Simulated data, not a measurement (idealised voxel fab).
The following is a process module called voxel self aligned contacts.
Square cells of 5 nm make up the cross-section cut, whose width is 170 nm.
Square cells in a grid make up a cross-section in this document, and the grid is given as bands, listed from the top down, each one or more rows of cells. In this notation a band is specified by the heights of its top and bottom, in that order and in nm, after which its materials appear from left to right, each paired with its width in nm. The word "everywhere" attached to a single material means that material fills the band from edge to edge; the word "empty" stands for empty space. Zero point of the height axis is 0; under it, received wafer = one material. Lowest band: continues down indefinitely, "0 -> down". When a width is written as two numbers, as in "30->40", the first number is the width in the top row of cells of the band and the second is the width in its bottom row, and the width changes by the same amount from each row to the next. What does "remains unaltered" mean for a step? It means no cell of the cross-section changed in that step. This entry, "Unvented cavities", enumerates those empty regions of no fewer than 8 cells that possess no open connection to the top. Each region is reported in the form width x height at distance, the distance being taken from the left edge, with all three quantities expressed in nm. That trailing text on a step's line, after the settings, is the simulator's own remark on the step. overlay nm: on a step with a mask, how far right of its planned place the mask lay; negative means left.
-- Intended process steps
1 RECEIVE: material Si
2 OXIDIZE: depth nm 5
3 DIRECTIONAL_DEP: material polySi, thk nm 30
4 DIRECTIONAL_DEP: material SiN, thk nm 25
5 DIRECTIONAL_DEP: material aC, thk nm 15
6 PATTERN: tone cover, mask id GATE, material resist, width nm 30, pitch nm 75, thk nm 35, overlay nm 0
7 DIRECTIONAL_ETCH: etch materials aC, depth nm 15
8 STRIP: etch materials resist
9 DIRECTIONAL_ETCH: etch materials SiN, depth nm 25
10 DIRECTIONAL_ETCH: etch materials polySi, depth nm 30
11 STRIP: etch materials aC
12 CONFORMAL_DEP: material SiN, thk nm 10
13 DIRECTIONAL_ETCH: etch materials SiN, depth nm 10
14 FILL_DEP: material SiO2, thk nm 15
15 CMP: height nm 60
16 MASKED_ETCH: tone open, mask id CONTACT, width nm 55, etch materials SiO2, depth nm 65, overlay nm 0
17 CONFORMAL_DEP: material TiN, thk nm 5
18 FILL_DEP: material W, thk nm 5
19 CMP: height nm 60
20 CONFORMAL_DEP: material SiN, thk nm 5
Same starting wafers, different thk nm at step 20. Plan value belongs to the first wafer.
-- The as-received cross-section of the first of several wafers corresponds to the state after step 1
	0 -> down | Si everywhere
	Unvented cavities: none
-- Depicted here is the first of several wafers in cross-section, at module completion following the last step, step 20
	65 -> 60 | SiN everywhere
	60 -> 55 | SiO2=55  TiN=20  W=15  TiN=20  SiO2=60
	55 -> 30 | SiO2=20  SiN=50  TiN=5  W=15  TiN=5  SiN=50  SiO2=25
	30 -> 0 | SiO2=20  SiN=10  polySi=30  SiN=10  TiN=5  W=15  TiN=5  SiN=10  polySi=30  SiN=10  SiO2=25
	0 -> -5 | SiO2=70  TiN=25  SiO2=75
	-5 -> down | Si everywhere
	Unvented cavities: none
-- Cross-section of the final wafer among several, taken at the end of the module
	80 -> 60 | SiN everywhere
	60 -> 55 | SiO2=55  TiN=20  W=15  TiN=20  SiO2=60
	55 -> 30 | SiO2=20  SiN=50  TiN=5  W=15  TiN=5  SiN=50  SiO2=25
	30 -> 0 | SiO2=20  SiN=10  polySi=30  SiN=10  TiN=5  W=15  TiN=5  SiN=10  polySi=30  SiN=10  SiO2=25
	0 -> -5 | SiO2=70  TiN=25  SiO2=75
	-5 -> down | Si everywhere
	Unvented cavities: none
-- wafer rows; end of module; cells per material since receipt: (+) gained, (-) lost; then closed voids
thk nm 5 | -34 Si | +182 SiN | +151 SiO2 | +35 TiN | +36 W | +72 polySi | Unvented cavities: none
thk nm 10 | -34 Si | +216 SiN | +151 SiO2 | +35 TiN | +36 W | +72 polySi | Unvented cavities: none
thk nm 15 | -34 Si | +250 SiN | +151 SiO2 | +35 TiN | +36 W | +72 polySi | Unvented cavities: none
thk nm 20 | -34 Si | +284 SiN | +151 SiO2 | +35 TiN | +36 W | +72 polySi | Unvented cavities: none
